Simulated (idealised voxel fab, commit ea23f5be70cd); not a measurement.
Module name: voxel quadruple lines (process module)
We display cut, a cross-section 240 nm in width whose square cells are each 5 nm.
Think of the cross-section as a grid of square cells. We describe it in bands, top to bottom, and each band covers one or more rows of those cells. Look at the band entry: it leads with the top's height and the bottom's height in nm. Then it lists the materials left to right, with a width in nm for each. The word "edge to edge" on a single material says that material fills the band edge to edge. The word "air" is empty space. The reference from which all heights are counted is 0, the level beneath which the as-received wafer is entirely one material; the lowest band, having no lower bound, proceeds downward and is written after the example "0 and below". Width "30..40": first value at the band's top row of cells, second value at its bottom row, equal change from row to row. A step reported as "no modifications" is a step in which no cell of the cross-section changed. "Trapped void list" contains a list of empty spaces, each no smaller than 8 cells and without an open way to the top, written in the form width x height at distance with the distance from the left edge and all three in nm. Anything after a step's settings on that line? It's the simulator's own note about the step. overlay nm: on a step with a mask, how far right of its planned place the mask lay; negative means left.
Planned step list for the process:
1 RECEIVE (material Si)
2 CONFORMAL_DEP (material SiO2; thk nm 5)
3 DIRECTIONAL_DEP (material W; thk nm 10)
4 DIRECTIONAL_DEP (material polySi; thk nm 15)
5 DIRECTIONAL_DEP (material aC; thk nm 20)
6 PATTERN (tone cover; mask id MANDREL; material resist; width nm 25; pitch nm 80; thk nm 30; overlay nm 0)
7 DIRECTIONAL_ETCH (etch materials aC; depth nm 20)
8 STRIP (etch materials resist)
9 CONFORMAL_DEP (material SiO2; thk nm 15)
10 DIRECTIONAL_ETCH (etch materials SiO2; depth nm 15)
11 STRIP (etch materials aC)
12 DIRECTIONAL_ETCH (etch materials polySi; depth nm 15)
13 STRIP (etch materials SiO2)
14 CONFORMAL_DEP (material SiN; thk nm 5)
15 DIRECTIONAL_ETCH (etch materials SiN; depth nm 5)
16 STRIP (etch materials polySi)
17 DIRECTIONAL_ETCH (etch materials W; depth nm 10)
18 STRIP (etch materials SiN)
Cross-section of the wafer at receipt, which is the condition after step 1:
  0 and below  Si edge to edge
  Trapped void list: none
The cross-section shown corresponds to the wafer at the conclusion of the module. The initial structure and the process plan are those presented above; however, one mistake occurred in executing the plan:
  20 down to 10  45 of air | 5 of W | 15 of air | 5 of W | 15 of air | 5 of W | 15 of air | 5 of W | 15 of air | 5 of W | 15 of air | 5 of W | 15 of air | 5 of W | 15 of air | 5 of W | 50 of air
  10 down to 5  W edge to edge
  5 down to 0  SiO2 edge to edge
  0 and below  Si edge to edge
  Trapped void list: none
What was the processing mistake? in deviation from the planned setting, step 3 was conducted as DIRECTIONAL_DEP (material W; thk nm 15)
